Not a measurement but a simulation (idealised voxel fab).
This section sets out a process module, namely voxel wiring stack.
Each square cell in cross-section cut measures 5 nm, and the section as a whole is 205 nm wide.
How to read a cross-section here: the picture is a grid of square cells, written as bands going from the top down, and any band can span one or more rows of cells. Band entry format. Leading values: height of top, height of bottom, nm. Remainder: materials in left-to-right order, each with its width in nm. Special words: "full width" on a single material, which then fills the band edge to edge; "air", empty space. For the purposes of this specification, 0 denotes the height below which the wafer in its as-received condition is composed wholly of one material, and the lowermost band, lacking a lower limit, extends downward without end, as expressed in "0..down". The width entry "30->40" should be interpreted row by row: the top row of cells in the band takes the first number, the bottom row takes the second number, and the change between adjacent rows is uniform throughout. Take "nothing was modified" at face value: in the step it is given for, the cross-section changed in none of its cells. "Unvented internal voids" enumerates empty spaces isolated from the top, with no open way to it, that contain at least 8 cells, giving each as width x height at distance from the left edge, all three in nm. Where a step's line continues beyond its settings, the continuation is a remark by the simulator itself on that step. overlay nm: mask right of planned place by this much (step with mask). Neg. = left.

The steps planned for the process are as follows
1,RECEIVE,material Si
2,CONFORMAL_DEP,material SiO2,thk nm 10
3,DIRECTIONAL_DEP,material TiN,thk nm 5
4,DIRECTIONAL_DEP,material Ru,thk nm 15
5,MASKED_ETCH,tone cover,mask id METAL_1,width nm 25,pitch nm 45,etch materials Ru,depth nm 15,overlay nm 0
6,MASKED_ETCH,tone cover,mask id METAL_1,width nm 25,pitch nm 45,etch materials TiN,depth nm 5,overlay nm 0
7,FILL_DEP,material lowk,thk nm 5
8,CMP,height nm 30
9,CONFORMAL_DEP,material SiCN,thk nm 5
10,DIRECTIONAL_DEP,material lowk,thk nm 35
11,DIRECTIONAL_DEP,material aC,thk nm 15
12,PATTERN,tone open,mask id METAL_2_HOLES,material resist,width nm 15,pitch nm 45,thk nm 30,overlay nm 0
13,DIRECTIONAL_ETCH,etch materials aC,depth nm 15
14,STRIP,etch materials resist
15,DIRECTIONAL_ETCH,etch materials lowk,depth nm 35
16,STRIP,etch materials aC
17,PATTERN,tone open,mask id METAL_2,material resist,width nm 25,pitch nm 45,thk nm 20,overlay nm 0
18,DIRECTIONAL_ETCH,etch materials lowk,depth nm 20
19,DIRECTIONAL_ETCH,etch materials SiCN,depth nm 5
20,STRIP,etch materials resist
21,CONFORMAL_DEP,material TiN,thk nm 5
22,FILL_DEP,material Cu,thk nm 5
23,CMP,height nm 70
24,CONFORMAL_DEP,material SiCN,thk nm 5
25,DIRECTIONAL_DEP,material lowk,thk nm 20
26,PATTERN,tone open,mask id PLUG_2,material resist,width nm 15,pitch nm 90,thk nm 15,overlay nm 0
27,DIRECTIONAL_ETCH,etch materials lowk,depth nm 20
28,DIRECTIONAL_ETCH,etch materials SiCN,depth nm 5
29,STRIP,etch materials resist
30,CONFORMAL_DEP,material TiN,thk nm 5
31,FILL_DEP,material W,thk nm 10
32,CMP,height nm 95
33,DIRECTIONAL_DEP,material TiN,thk nm 5
34,DIRECTIONAL_DEP,material W,thk nm 15
35,MASKED_ETCH,tone cover,mask id METAL_3,width nm 25,pitch nm 45,etch materials W,depth nm 15,overlay nm 0
36,MASKED_ETCH,tone cover,mask id METAL_3,width nm 25,pitch nm 45,etch materials TiN,depth nm 5,overlay nm 0
37,CONFORMAL_DEP,material SiN,thk nm 5
38,FILL_DEP,material SiO2,thk nm 5
39,CMP,height nm 115
40,CONFORMAL_DEP,material SiCN,thk nm 5

Account of the first of two wafers, which was processed as intended

As-received state of the wafer in cross-section, equivalent to post-step 1
  0..down: Si full width
  Unvented internal voids: none

Presented here is a cross-section of the wafer after step 2 has been performed
  10..0: SiO2 full width
  Below 0, the layers are the same as they were.

Presented here is a cross-section of the wafer after step 3 has been performed
  15..10: TiN full width
  Below 10, the layers are the same as they were.

Presented here is a cross-section of the wafer after step 4 has been performed
  30..15: Ru full width
  Below 15, the layers are the same as they were.

Presented here is a cross-section of the wafer after step 5 has been performed
  30..15: 20 air; 25 Ru; 20 air; 25 Ru; 20 air; 25 Ru; 20 air; 25 Ru; 25 air
  Below 15, the layers are the same as they were.

Presented here is a cross-section of the wafer after step 6 has been performed
  30..15: 20 air; 25 Ru; 20 air; 25 Ru; 20 air; 25 Ru; 20 air; 25 Ru; 25 air
  15..10: 20 air; 25 TiN; 20 air; 25 TiN; 20 air; 25 TiN; 20 air; 25 TiN; 25 air
  Below 10, the layers are the same as they were.

Presented here is a cross-section of the wafer after step 7 has been performed
  35..30: lowk full width
  30..15: 20 lowk; 25 Ru; 20 lowk; 25 Ru; 20 lowk; 25 Ru; 20 lowk; 25 Ru; 25 lowk
  15..10: 20 lowk; 25 TiN; 20 lowk; 25 TiN; 20 lowk; 25 TiN; 20 lowk; 25 TiN; 25 lowk
  Below 10, the layers are the same as they were.

Presented here is a cross-section of the wafer after step 8 has been performed
  30..15: 20 lowk; 25 Ru; 20 lowk; 25 Ru; 20 lowk; 25 Ru; 20 lowk; 25 Ru; 25 lowk
  Below 15, the layers are the same as they were.

Presented here is a cross-section of the wafer after step 9 has been performed
  35..30: SiCN full width
  Below 30, the layers are the same as they were.

Presented here is a cross-section of the wafer after step 10 has been performed
  70..35: lowk full width
  Below 35, the layers are the same as they were.

Presented here is a cross-section of the wafer after step 11 has been performed
  85..70: aC full width
  Below 70, the layers are the same as they were.

Presented here is a cross-section of the wafer after step 12 has been performed
  115..85: 20 resist; 15 air; 30 resist; 15 air; 30 resist; 15 air; 30 resist; 15 air; 35 resist
  Below 85, the layers are the same as they were.

Presented here is a cross-section of the wafer after step 13 has been performed
  100..85: 20 resist; 15 air; 30 resist; 15 air; 30 resist; 15 air; 30 resist; 15 air; 35 resist
  85..70: 20 aC; 15 air; 30 aC; 15 air; 30 aC; 15 air; 30 aC; 15 air; 35 aC
  Below 70, the layers are the same as they were.

Presented here is a cross-section of the wafer after step 14 has been performed
  85..70: 20 aC; 15 air; 30 aC; 15 air; 30 aC; 15 air; 30 aC; 15 air; 35 aC
  Below 70, the layers are the same as they were.

Presented here is a cross-section of the wafer after step 15 has been performed
  85..70: 20 aC; 15 air; 30 aC; 15 air; 30 aC; 15 air; 30 aC; 15 air; 35 aC
  70..35: 20 lowk; 15 air; 30 lowk; 15 air; 30 lowk; 15 air; 30 lowk; 15 air; 35 lowk
  Below 35, the layers are the same as they were.

Presented here is a cross-section of the wafer after step 16 has been performed
  70..35: 20 lowk; 15 air; 30 lowk; 15 air; 30 lowk; 15 air; 30 lowk; 15 air; 35 lowk
  Below 35, the layers are the same as they were.

Presented here is a cross-section of the wafer after step 17 has been performed
  90..70: 20 resist; 25 air; 20 resist; 25 air; 20 resist; 25 air; 20 resist; 25 air; 25 resist
  Below 70, the layers are the same as they were.

Presented here is a cross-section of the wafer after step 18 has been performed
  90..70: 20 resist; 25 air; 20 resist; 25 air; 20 resist; 25 air; 20 resist; 25 air; 25 resist
  70..50: 20 lowk; 25 air; 20 lowk; 25 air; 20 lowk; 25 air; 20 lowk; 25 air; 25 lowk
  Below 50, the layers are the same as they were.

Presented here is a cross-section of the wafer after step 19 has been performed
  90..70: 20 resist; 25 air; 20 resist; 25 air; 20 resist; 25 air; 20 resist; 25 air; 25 resist
  70..50: 20 lowk; 25 air; 20 lowk; 25 air; 20 lowk; 25 air; 20 lowk; 25 air; 25 lowk
  50..35: 20 lowk; 15 air; 30 lowk; 15 air; 30 lowk; 15 air; 30 lowk; 15 air; 35 lowk
  35..30: 20 SiCN; 15 air; 30 SiCN; 15 air; 30 SiCN; 15 air; 30 SiCN; 15 air; 35 SiCN
  Below 30, the layers are the same as they were.

Presented here is a cross-section of the wafer after step 20 has been performed
  70..50: 20 lowk; 25 air; 20 lowk; 25 air; 20 lowk; 25 air; 20 lowk; 25 air; 25 lowk
  Below 50, the layers are the same as they were.

Presented here is a cross-section of the wafer after step 21 has been performed
  75..70: 25 TiN; 15 air; 30 TiN; 15 air; 30 TiN; 15 air; 30 TiN; 15 air; 30 TiN
  70..55: 20 lowk; 5 TiN; 15 air; 5 TiN; 20 lowk; 5 TiN; 15 air; 5 TiN; 20 lowk; 5 TiN; 15 air; 5 TiN; 20 lowk; 5 TiN; 15 air; 5 TiN; 25 lowk
  55..50: 20 lowk; 5 TiN; 5 air; 15 TiN; 20 lowk; 5 TiN; 5 air; 15 TiN; 20 lowk; 5 TiN; 5 air; 15 TiN; 20 lowk; 5 TiN; 5 air; 15 TiN; 25 lowk
  50..35: 20 lowk; 5 TiN; 5 air; 5 TiN; 30 lowk; 5 TiN; 5 air; 5 TiN; 30 lowk; 5 TiN; 5 air; 5 TiN; 30 lowk; 5 TiN; 5 air; 5 TiN; 35 lowk
  35..30: 20 SiCN; 15 TiN; 30 SiCN; 15 TiN; 30 SiCN; 15 TiN; 30 SiCN; 15 TiN; 35 SiCN
  Below 30, the layers are the same as they were.

Presented here is a cross-section of the wafer after step 22 has been performed
  80..75: Cu full width
  75..70: 25 TiN; 15 Cu; 30 TiN; 15 Cu; 30 TiN; 15 Cu; 30 TiN; 15 Cu; 30 TiN
  70..55: 20 lowk; 5 TiN; 15 Cu; 5 TiN; 20 lowk; 5 TiN; 15 Cu; 5 TiN; 20 lowk; 5 TiN; 15 Cu; 5 TiN; 20 lowk; 5 TiN; 15 Cu; 5 TiN; 25 lowk
  55..50: 20 lowk; 5 TiN; 5 Cu; 15 TiN; 20 lowk; 5 TiN; 5 Cu; 15 TiN; 20 lowk; 5 TiN; 5 Cu; 15 TiN; 20 lowk; 5 TiN; 5 Cu; 15 TiN; 25 lowk
  50..35: 20 lowk; 5 TiN; 5 Cu; 5 TiN; 30 lowk; 5 TiN; 5 Cu; 5 TiN; 30 lowk; 5 TiN; 5 Cu; 5 TiN; 30 lowk; 5 TiN; 5 Cu; 5 TiN; 35 lowk
  Below 35, the layers are the same as they were.

Presented here is a cross-section of the wafer after step 23 has been performed
  70..55: 20 lowk; 5 TiN; 15 Cu; 5 TiN; 20 lowk; 5 TiN; 15 Cu; 5 TiN; 20 lowk; 5 TiN; 15 Cu; 5 TiN; 20 lowk; 5 TiN; 15 Cu; 5 TiN; 25 lowk
  Below 55, the layers are the same as they were.

Presented here is a cross-section of the wafer after step 24 has been performed
  75..70: SiCN full width
  Below 70, the layers are the same as they were.

Presented here is a cross-section of the wafer after step 25 has been performed
  95..75: lowk full width
  Below 75, the layers are the same as they were.

Presented here is a cross-section of the wafer after step 26 has been performed
  110..95: 20 resist; 15 air; 75 resist; 15 air; 80 resist
  Below 95, the layers are the same as they were.

Presented here is a cross-section of the wafer after step 27 has been performed
  110..95: 20 resist; 15 air; 75 resist; 15 air; 80 resist
  95..75: 20 lowk; 15 air; 75 lowk; 15 air; 80 lowk
  Below 75, the layers are the same as they were.

Presented here is a cross-section of the wafer after step 28 has been performed
  110..95: 20 resist; 15 air; 75 resist; 15 air; 80 resist
  95..75: 20 lowk; 15 air; 75 lowk; 15 air; 80 lowk
  75..70: 20 SiCN; 15 air; 75 SiCN; 15 air; 80 SiCN
  Below 70, the layers are the same as they were.

Presented here is a cross-section of the wafer after step 29 has been performed
  95..75: 20 lowk; 15 air; 75 lowk; 15 air; 80 lowk
  Below 75, the layers are the same as they were.

Presented here is a cross-section of the wafer after step 30 has been performed
  100..95: 25 TiN; 5 air; 85 TiN; 5 air; 85 TiN
  95..75: 20 lowk; 5 TiN; 5 air; 5 TiN; 75 lowk; 5 TiN; 5 air; 5 TiN; 80 lowk
  75..70: 20 SiCN; 15 TiN; 75 SiCN; 15 TiN; 80 SiCN
  Below 70, the layers are the same as they were.

Presented here is a cross-section of the wafer after step 31 has been performed
  110..100: W full width
  100..95: 25 TiN; 5 W; 85 TiN; 5 W; 85 TiN
  95..75: 20 lowk; 5 TiN; 5 W; 5 TiN; 75 lowk; 5 TiN; 5 W; 5 TiN; 80 lowk
  Below 75, the layers are the same as they were.

Presented here is a cross-section of the wafer after step 32 has been performed
  95..75: 20 lowk; 5 TiN; 5 W; 5 TiN; 75 lowk; 5 TiN; 5 W; 5 TiN; 80 lowk
  Below 75, the layers are the same as they were.

Presented here is a cross-section of the wafer after step 33 has been performed
  100..95: TiN full width
  Below 95, the layers are the same as they were.

Presented here is a cross-section of the wafer after step 34 has been performed
  115..100: W full width
  Below 100, the layers are the same as they were.

Presented here is a cross-section of the wafer after step 35 has been performed
  115..100: 20 air; 25 W; 20 air; 25 W; 20 air; 25 W; 20 air; 25 W; 25 air
  Below 100, the layers are the same as they were.

Presented here is a cross-section of the wafer after step 36 has been performed
  115..100: 20 air; 25 W; 20 air; 25 W; 20 air; 25 W; 20 air; 25 W; 25 air
  100..95: 20 air; 25 TiN; 20 air; 25 TiN; 20 air; 25 TiN; 20 air; 25 TiN; 25 air
  Below 95, the layers are the same as they were.

Presented here is a cross-section of the wafer after step 37 has been performed
  120..115: 15 air; 35 SiN; 10 air; 35 SiN; 10 air; 35 SiN; 10 air; 35 SiN; 20 air
  115..100: 15 air; 5 SiN; 25 W; 5 SiN; 10 air; 5 SiN; 25 W; 5 SiN; 10 air; 5 SiN; 25 W; 5 SiN; 10 air; 5 SiN; 25 W; 5 SiN; 20 air
  100..95: 20 SiN; 25 TiN; 20 SiN; 25 TiN; 20 SiN; 25 TiN; 20 SiN; 25 TiN; 25 SiN
  Below 95, the layers are the same as they were.

Presented here is a cross-section of the wafer after step 38 has been performed
  125..120: SiO2 full width
  120..115: 15 SiO2; 35 SiN; 10 SiO2; 35 SiN; 10 SiO2; 35 SiN; 10 SiO2; 35 SiN; 20 SiO2
  115..100: 15 SiO2; 5 SiN; 25 W; 5 SiN; 10 SiO2; 5 SiN; 25 W; 5 SiN; 10 SiO2; 5 SiN; 25 W; 5 SiN; 10 SiO2; 5 SiN; 25 W; 5 SiN; 20 SiO2
  Below 100, the layers are the same as they were.

Presented here is a cross-section of the wafer after step 39 has been performed
  115..100: 15 SiO2; 5 SiN; 25 W; 5 SiN; 10 SiO2; 5 SiN; 25 W; 5 SiN; 10 SiO2; 5 SiN; 25 W; 5 SiN; 10 SiO2; 5 SiN; 25 W; 5 SiN; 20 SiO2
  Below 100, the layers are the same as they were.

Presented here is a cross-section of the wafer after step 40 has been performed
  120..115: SiCN full width
  Below 115, the layers are the same as they were.

Companion wafer, the second of two: same beginning, same intended sequence, one mistake in carrying it out; through step 17 inclusive it tracks the first exactly

X-section, second wafer, when step 18 was due to finish
  90..70: 20 resist; 25 air; 20 resist; 25 air; 20 resist; 25 air; 20 resist; 25 air; 25 resist
  70..35: 20 lowk; 25 air; 20 lowk; 25 air; 20 lowk; 25 air; 20 lowk; 25 air; 25 lowk
  Below 35, the layers are the same as they were.

X-section, second wafer, when step 19 was due to finish
  90..70: 20 resist; 25 air; 20 resist; 25 air; 20 resist; 25 air; 20 resist; 25 air; 25 resist
  70..35: 20 lowk; 25 air; 20 lowk; 25 air; 20 lowk; 25 air; 20 lowk; 25 air; 25 lowk
  35..30: 20 SiCN; 25 air; 20 SiCN; 25 air; 20 SiCN; 25 air; 20 SiCN; 25 air; 25 SiCN
  Below 30, the layers are the same as they were.

X-section, second wafer, when step 20 was due to finish
  70..35: 20 lowk; 25 air; 20 lowk; 25 air; 20 lowk; 25 air; 20 lowk; 25 air; 25 lowk
  Below 35, the layers are the same as they were.

X-section, second wafer, when step 21 was due to finish
  75..70: 25 TiN; 15 air; 30 TiN; 15 air; 30 TiN; 15 air; 30 TiN; 15 air; 30 TiN
  70..35: 20 lowk; 5 TiN; 15 air; 5 TiN; 20 lowk; 5 TiN; 15 air; 5 TiN; 20 lowk; 5 TiN; 15 air; 5 TiN; 20 lowk; 5 TiN; 15 air; 5 TiN; 25 lowk
  35..30: 20 SiCN; 25 TiN; 20 SiCN; 25 TiN; 20 SiCN; 25 TiN; 20 SiCN; 25 TiN; 25 SiCN
  Below 30, the layers are the same as they were.

X-section, second wafer, when step 22 was due to finish
  80..75: Cu full width
  75..70: 25 TiN; 15 Cu; 30 TiN; 15 Cu; 30 TiN; 15 Cu; 30 TiN; 15 Cu; 30 TiN
  70..35: 20 lowk; 5 TiN; 15 Cu; 5 TiN; 20 lowk; 5 TiN; 15 Cu; 5 TiN; 20 lowk; 5 TiN; 15 Cu; 5 TiN; 20 lowk; 5 TiN; 15 Cu; 5 TiN; 25 lowk
  Below 35, the layers are the same as they were.

X-section, second wafer, when step 23 was due to finish
  70..35: 20 lowk; 5 TiN; 15 Cu; 5 TiN; 20 lowk; 5 TiN; 15 Cu; 5 TiN; 20 lowk; 5 TiN; 15 Cu; 5 TiN; 20 lowk; 5 TiN; 15 Cu; 5 TiN; 25 lowk
  Below 35, the layers are the same as they were.

X-section, second wafer, when step 24 was due to finish
  75..70: SiCN full width
  Below 70, the layers are the same as they were.

X-section, second wafer, when step 25 was due to finish
  95..75: lowk full width
  Below 75, the layers are the same as they were.

X-section, second wafer, when step 26 was due to finish
  110..95: 20 resist; 15 air; 75 resist; 15 air; 80 resist
  Below 95, the layers are the same as they were.

X-section, second wafer, when step 27 was due to finish
  110..95: 20 resist; 15 air; 75 resist; 15 air; 80 resist
  95..75: 20 lowk; 15 air; 75 lowk; 15 air; 80 lowk
  Below 75, the layers are the same as they were.

X-section, second wafer, when step 28 was due to finish
  110..95: 20 resist; 15 air; 75 resist; 15 air; 80 resist
  95..75: 20 lowk; 15 air; 75 lowk; 15 air; 80 lowk
  75..70: 20 SiCN; 15 air; 75 SiCN; 15 air; 80 SiCN
  Below 70, the layers are the same as they were.

X-section, second wafer, when step 29 was due to finish
  95..75: 20 lowk; 15 air; 75 lowk; 15 air; 80 lowk
  Below 75, the layers are the same as they were.

X-section, second wafer, when step 30 was due to finish
  100..95: 25 TiN; 5 air; 85 TiN; 5 air; 85 TiN
  95..75: 20 lowk; 5 TiN; 5 air; 5 TiN; 75 lowk; 5 TiN; 5 air; 5 TiN; 80 lowk
  75..70: 20 SiCN; 15 TiN; 75 SiCN; 15 TiN; 80 SiCN
  Below 70, the layers are the same as they were.

X-section, second wafer, when step 31 was due to finish
  110..100: W full width
  100..95: 25 TiN; 5 W; 85 TiN; 5 W; 85 TiN
  95..75: 20 lowk; 5 TiN; 5 W; 5 TiN; 75 lowk; 5 TiN; 5 W; 5 TiN; 80 lowk
  Below 75, the layers are the same as they were.

X-section, second wafer, when step 32 was due to finish
  95..75: 20 lowk; 5 TiN; 5 W; 5 TiN; 75 lowk; 5 TiN; 5 W; 5 TiN; 80 lowk
  Below 75, the layers are the same as they were.

X-section, second wafer, when step 33 was due to finish
  100..95: TiN full width
  Below 95, the layers are the same as they were.

X-section, second wafer, when step 34 was due to finish
  115..100: W full width
  Below 100, the layers are the same as they were.

X-section, second wafer, when step 35 was due to finish
  115..100: 20 air; 25 W; 20 air; 25 W; 20 air; 25 W; 20 air; 25 W; 25 air
  Below 100, the layers are the same as they were.

X-section, second wafer, when step 36 was due to finish
  115..100: 20 air; 25 W; 20 air; 25 W; 20 air; 25 W; 20 air; 25 W; 25 air
  100..95: 20 air; 25 TiN; 20 air; 25 TiN; 20 air; 25 TiN; 20 air; 25 TiN; 25 air
  Below 95, the layers are the same as they were.

X-section, second wafer, when step 37 was due to finish
  120..115: 15 air; 35 SiN; 10 air; 35 SiN; 10 air; 35 SiN; 10 air; 35 SiN; 20 air
  115..100: 15 air; 5 SiN; 25 W; 5 SiN; 10 air; 5 SiN; 25 W; 5 SiN; 10 air; 5 SiN; 25 W; 5 SiN; 10 air; 5 SiN; 25 W; 5 SiN; 20 air
  100..95: 20 SiN; 25 TiN; 20 SiN; 25 TiN; 20 SiN; 25 TiN; 20 SiN; 25 TiN; 25 SiN
  Below 95, the layers are the same as they were.

X-section, second wafer, when step 38 was due to finish
  125..120: SiO2 full width
  120..115: 15 SiO2; 35 SiN; 10 SiO2; 35 SiN; 10 SiO2; 35 SiN; 10 SiO2; 35 SiN; 20 SiO2
  115..100: 15 SiO2; 5 SiN; 25 W; 5 SiN; 10 SiO2; 5 SiN; 25 W; 5 SiN; 10 SiO2; 5 SiN; 25 W; 5 SiN; 10 SiO2; 5 SiN; 25 W; 5 SiN; 20 SiO2
  Below 100, the layers are the same as they were.

X-section, second wafer, when step 39 was due to finish
  115..100: 15 SiO2; 5 SiN; 25 W; 5 SiN; 10 SiO2; 5 SiN; 25 W; 5 SiN; 10 SiO2; 5 SiN; 25 W; 5 SiN; 10 SiO2; 5 SiN; 25 W; 5 SiN; 20 SiO2
  Below 100, the layers are the same as they were.

X-section, second wafer, when step 40 was due to finish
  120..115: SiCN full width
  Below 115, the layers are the same as they were.
What was the processing mistake? step 18, plan: ran twice
The final cell counts differ between the wafers, with the second having more or fewer of some materials than the first: Cu: 32 more | SiCN: 8 fewer | lowk: 24 fewer
